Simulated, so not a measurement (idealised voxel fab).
Module name: voxel double patterning (process module)
The cross-section on display is named cut; it measures 210 nm wide, and its cells are 5 nm squares.
Cross-sections here: square-cell grids, written as top-down lists of bands, a band being one or more rows of cells. Per band: top height and bottom height in nm, followed by the left-to-right materials and their widths in nm; "everywhere" marks a single material spanning edge to edge, "blank" marks empty space. Note: height 0 marks the level under which the wafer is uniformly one material as received. Lowest band unbounded below, written "from 0 down". A width such as "30..40" changes by the same amount from each row of cells to the next, from the band's top row to its bottom row. "nothing got changed", as given for a step, is the statement that not any cell of the cross-section underwent a change during that step. If an empty space has no open way to the top and is at least 8 cells in size, "Enclosed void listing" lists it, written width x height at distance, where distance is measured from the left edge and every value is in nm. Whatever follows a step's settings on its line is a remark the simulator itself makes about that step. overlay nm: step with mask; distance mask lay right of planned place; negative value = left of planned place.
### These are the steps we planned for the process
1. RECEIVE, material Si
2. CONFORMAL_DEP, material SiO2, thk nm 10
3. DIRECTIONAL_DEP, material polySi, thk nm 10
4. DIRECTIONAL_DEP, material SiN, thk nm 10
5. DIRECTIONAL_DEP, material aC, thk nm 10
6. PATTERN, tone open, mask id FIRST, material resist, width nm 15, pitch nm 50, thk nm 25, overlay nm 0
7. DIRECTIONAL_ETCH, etch materials aC, depth nm 10
8. STRIP, etch materials resist
9. DIRECTIONAL_ETCH, etch materials SiN, depth nm 10
10. STRIP, etch materials aC
11. MASKED_ETCH, tone open, mask id SECOND, width nm 15, pitch nm 50, etch materials SiN, depth nm 10, overlay nm 0
12. DIRECTIONAL_ETCH, etch materials polySi, depth nm 10
13. STRIP, etch materials SiN
### This is the cross-section of the wafer as we received it, i.e. after step 1
	from 0 down | Si everywhere
	Enclosed void listing: none
### One mistake in running the module, otherwise start and plan as above: cross-section at the end
	from 20 to 10 | polySi 45, blank 20, polySi 5, blank 15, polySi 10, blank 20, polySi 5, blank 15, polySi 10, blank 20, polySi 45
	from 10 to 0 | SiO2 everywhere
	from 0 down | Si everywhere
	Enclosed void listing: none
What went wrong in running the wafer? step 6 did not use the planned setting and instead ran as PATTERN, tone open, mask id FIRST, material resist, width nm 20, pitch nm 50, thk nm 25, overlay nm 0
